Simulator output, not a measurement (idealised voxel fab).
Process module heading - voxel ribs on slabs
It is cross-section cut that appears here, measuring 155 nm in width, its square cells being 5 nm in size.
Think of the cross-section as a grid of square cells. We describe it in bands, top to bottom, and each band covers one or more rows of those cells.
Band: top and bottom heights (nm) first, top before bottom; then materials from left to right, widths in nm. "throughout" marks a sole material filling the band edge to edge. "empty" denotes empty space.
Heights are reckoned from 0. Under this level, the received wafer is all of one material. The bottommost band is open-ended downward, for example "0 and below".
With a width like "30..40", each row of cells in the band differs from the next by the same amount, the top row carrying the first number and the bottom row the second.
Where a step carries "remained the same", the cross-section came out of it unchanged, cell for cell.
"Unvented cavities": sealed empty spaces, 8 cells or more, no open way to top, listed width x height at distance, with distance from the left edge and width, height and distance in nm.
Step line, after settings: the simulator's comment on this step.
The setting "overlay nm" may be written on the line of a step. When the step uses a mask, the value reports how far to the right of the planned place the mask lay, and a negative value reports that it lay to the left.
Planned step list for the process
1,RECEIVE, material Si
2,DIRECTIONAL_DEP, material SiO2, thk nm 30
3,DIRECTIONAL_DEP, material polySi, thk nm 20
4,PATTERN, tone cover, mask id RIB, material resist, width nm 15, thk nm 15, overlay nm 0
5,DIRECTIONAL_ETCH, etch materials polySi, depth nm 10
6,STRIP, etch materials resist
7,DIRECTIONAL_DEP, material aC, thk nm 15
8,PATTERN, tone cover, mask id SLAB, material resist, width nm 75, thk nm 35, overlay nm 0
9,DIRECTIONAL_ETCH, etch materials aC, depth nm 15
10,STRIP, etch materials resist
11,DIRECTIONAL_ETCH, etch materials polySi, depth nm 10
12,STRIP, etch materials aC
13,FILL_DEP, material SiO2, thk nm 25
14,CMP, height nm 65
15,DIRECTIONAL_DEP, material W, thk nm 10
16,PATTERN, tone cover, mask id HEATER, material resist, width nm 25, thk nm 15, overlay nm 0
17,DIRECTIONAL_ETCH, etch materials W, depth nm 10
18,STRIP, etch materials resist
19,CONFORMAL_DEP, material SiO2, thk nm 5
Cross-section of the wafer as it came to us, i.e., already through step 1
- 0 and below: Si throughout
- Unvented cavities: none
First of two wafers: cross-section at end of module, run per plan
- 80 down to 75: 60 of empty | 35 of SiO2 | 60 of empty
- 75 down to 70: 60 of empty | 5 of SiO2 | 25 of W | 5 of SiO2 | 60 of empty
- 70 down to 65: 65 of SiO2 | 25 of W | 65 of SiO2
- 65 down to 50: SiO2 throughout
- 50 down to 40: 70 of SiO2 | 15 of polySi | 70 of SiO2
- 40 down to 30: 40 of SiO2 | 75 of polySi | 40 of SiO2
- 30 down to 0: SiO2 throughout
- 0 and below: Si throughout
- Unvented cavities: none
Cross-section, wafer two of two, end of module: same start and plan as wafer one, one error in execution
- 80 down to 75: 60 of empty | 35 of SiO2 | 60 of empty
- 75 down to 70: 60 of empty | 5 of SiO2 | 25 of W | 5 of SiO2 | 60 of empty
- 70 down to 65: 65 of SiO2 | 25 of W | 65 of SiO2
- 65 down to 50: SiO2 throughout
- 50 down to 40: 40 of SiO2 | 30 of polySi | 15 of SiO2 | 30 of polySi | 40 of SiO2
- 40 down to 30: polySi throughout
- 30 down to 0: SiO2 throughout
- 0 and below: Si throughout
- Unvented cavities: none
Want to know what went wrong? step 4 off recipe, ran as PATTERN, tone open, mask id RIB, material resist, width nm 15, thk nm 15, overlay nm 0
Counted in cells at the end, the second wafer holds more or fewer of these materials than the first: SiO2 -50 | polySi +50
